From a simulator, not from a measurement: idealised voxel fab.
Process module name: voxel self aligned vias
Section cut is 210 nm wide and gridded with 5 nm square cells.
Cross-section layout: square cells on a grid; listed as bands, top to bottom; a band spans one or more cell rows. Read a band's entry like this: the first values are the height of its top and the height of its bottom in nm, and what follows is the sequence of materials from left to right, each with its width in nm. Note that "blank" is empty space, and that a single material marked "full width" reaches across the band from edge to edge. Counting heights begins at 0, where everything beneath is, in the wafer as received, one material. The lowest band has no bottom; it goes on downwards, as "top 0, no bottom" shows. A two-number width, for instance "30..40", indicates that the width is equal to the first number in the top row of the band and to the second number in the bottom row, and that it changes by a constant amount per row of cells. Take "nothing was modified" at face value: in the step it is given for, the cross-section changed in none of its cells. You'll see "Closed void list" listing empty spaces that have no way open to the top, as long as they're 8 cells or more; the notation is width x height at distance, where the distance is from the left edge, and all of it is in nm. The remark found on a step's line after its settings is issued by the simulator itself and pertains to that step. The line of a step may include "overlay nm". On a step with a mask, this value is how far to the right of its planned place the mask lay. A negative value means the mask lay to the left.

[Steps in the process plan]
step 1: RECEIVE with material Si
step 2: CONFORMAL_DEP with material SiO2, thk nm 10
step 3: CONFORMAL_DEP with material SiCN, thk nm 5
step 4: DIRECTIONAL_DEP with material SiO2, thk nm 30
step 5: DIRECTIONAL_DEP with material aC, thk nm 10
step 6: PATTERN with tone open, mask id LINES, material resist, width nm 25, pitch nm 55, thk nm 25, overlay nm 0
step 7: DIRECTIONAL_ETCH with etch materials aC, depth nm 10
step 8: STRIP with etch materials resist
step 9: DIRECTIONAL_ETCH with etch materials SiO2, depth nm 30
step 10: STRIP with etch materials aC
step 11: CONFORMAL_DEP with material TiN, thk nm 5
step 12: FILL_DEP with material Ru, thk nm 5
step 13: CMP with height nm 45
step 14: SELECTIVE_ETCH with etch materials W Ru TiN, depth nm 10
step 15: FILL_DEP with material SiN, thk nm 5
step 16: CMP with height nm 45
step 17: DIRECTIONAL_DEP with material SiO2, thk nm 15
step 18: PATTERN with tone open, mask id VIAS, material resist, width nm 35, thk nm 15, overlay nm 0
step 19: DIRECTIONAL_ETCH with etch materials SiO2, depth nm 15
step 20: DIRECTIONAL_ETCH with etch materials SiN, depth nm 10
step 21: STRIP with etch materials resist
step 22: CONFORMAL_DEP with material TiN, thk nm 5
step 23: FILL_DEP with material W, thk nm 10
step 24: CMP with height nm 60
step 25: CONFORMAL_DEP with material SiN, thk nm 5

[Incoming wafer, cross-sectional view, post step 1]
top 0, no bottom = Si full width
Closed void list: none

[The plan above was carried out on the starting structure above with one mistake, and this cross-section shows the wafer at the end of the module]
top 65, bottom 60 = SiN full width
top 60, bottom 50 = 70 of SiO2 | 5 of TiN | 25 of W | 5 of TiN | 105 of SiO2
top 50, bottom 45 = 70 of SiO2 | 5 of TiN | 10 of W | 20 of TiN | 105 of SiO2
top 45, bottom 40 = 65 of SiO2 | 5 of SiN | 5 of TiN | 10 of W | 5 of TiN | 30 of SiO2 | 25 of SiN | 65 of SiO2
top 40, bottom 35 = 65 of SiO2 | 5 of SiN | 20 of TiN | 30 of SiO2 | 25 of SiN | 65 of SiO2
top 35, bottom 20 = 65 of SiO2 | 5 of TiN | 15 of Ru | 5 of TiN | 30 of SiO2 | 5 of TiN | 15 of Ru | 5 of TiN | 65 of SiO2
top 20, bottom 15 = 65 of SiO2 | 25 of TiN | 30 of SiO2 | 25 of TiN | 65 of SiO2
top 15, bottom 10 = SiCN full width
top 10, bottom 0 = SiO2 full width
top 0, no bottom = Si full width
Closed void list: none
What went wrong in running the wafer? in deviation from the planned setting, step 18 was conducted as PATTERN with tone open, mask id VIAS, material resist, width nm 35, thk nm 15, overlay nm 10
